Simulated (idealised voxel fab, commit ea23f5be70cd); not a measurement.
The following is a process module called voxel fin reveal.
Pictured: cross-section cut, 185 nm wide, on a grid of 5 nm square cells.
Cross-section = grid of square cells, listed top down in bands; band = one or more rows. Per band: top height and bottom height in nm, followed by the left-to-right materials and their widths in nm; "throughout" marks a single material spanning edge to edge, "blank" marks empty space. Beneath 0, the wafer as received is one material, and that level is where height counting begins. The lowest band goes on downward without a bottom; it is written like "top 0, no bottom". The expression "30->40" gives the width at the extremes of the band, the first number at its top row of cells and the second at its bottom row, with the width changing by equal amounts from each row to the next in between. Step marked "no alterations made"? Then no cell in the cross-section changed in it. "Closed void listing": sealed empty spaces, 8 cells or more, no open way to top, listed width x height at distance, with distance from the left edge and width, height and distance in nm. If you see something after the settings on a step's line, that's the simulator's own remark about that step. "overlay nm" on a masked step: distance the mask lay right of its planned place, negative for left.
Set out below are the planned steps of the process:
1. RECEIVE,material Si
2. CONFORMAL_DEP,material SiN,thk nm 10
3. PATTERN,tone cover,mask id FINS,material resist,width nm 15,pitch nm 40,thk nm 20,overlay nm 0
4. DIRECTIONAL_ETCH,etch materials SiN,depth nm 10
5. DIRECTIONAL_ETCH,etch materials Si,depth nm 35
6. STRIP,etch materials resist
7. OXIDIZE,depth nm 5
8. FILL_DEP,material SiO2,thk nm 10
9. CMP,height nm 10
10. SELECTIVE_ETCH,etch materials SiO2,depth nm 30
11. STRIP,etch materials SiN
12. CONFORMAL_DEP,material HfO2,thk nm 5
Cross-section of the wafer at receipt, which is the condition after step 1:
* top 0, no bottom  Si throughout
* Closed void listing: none
Look at the cross-section after the module: the wafer started out the way shown above and the plan was the one shown above, yet one mistake was made along the way:
* top 5, bottom 0  60 blank, then 15 HfO2, then 25 blank, then 15 HfO2, then 70 blank
* top 0, bottom -15  60 blank, then 5 HfO2, then 5 Si, then 5 HfO2, then 25 blank, then 5 HfO2, then 5 Si, then 5 HfO2, then 70 blank
* top -15, bottom -20  65 HfO2, then 5 Si, then 35 HfO2, then 5 Si, then 75 HfO2
* top -20, bottom -40  65 SiO2, then 5 Si, then 35 SiO2, then 5 Si, then 75 SiO2
* top -40, no bottom  Si throughout
* Closed void listing: none
Finding, execution versus plan: step 3 was processed under conditions differing from the plan, specifically as PATTERN,tone cover,mask id FINS,material resist,width nm 15,pitch nm 40,thk nm 20,overlay nm -5
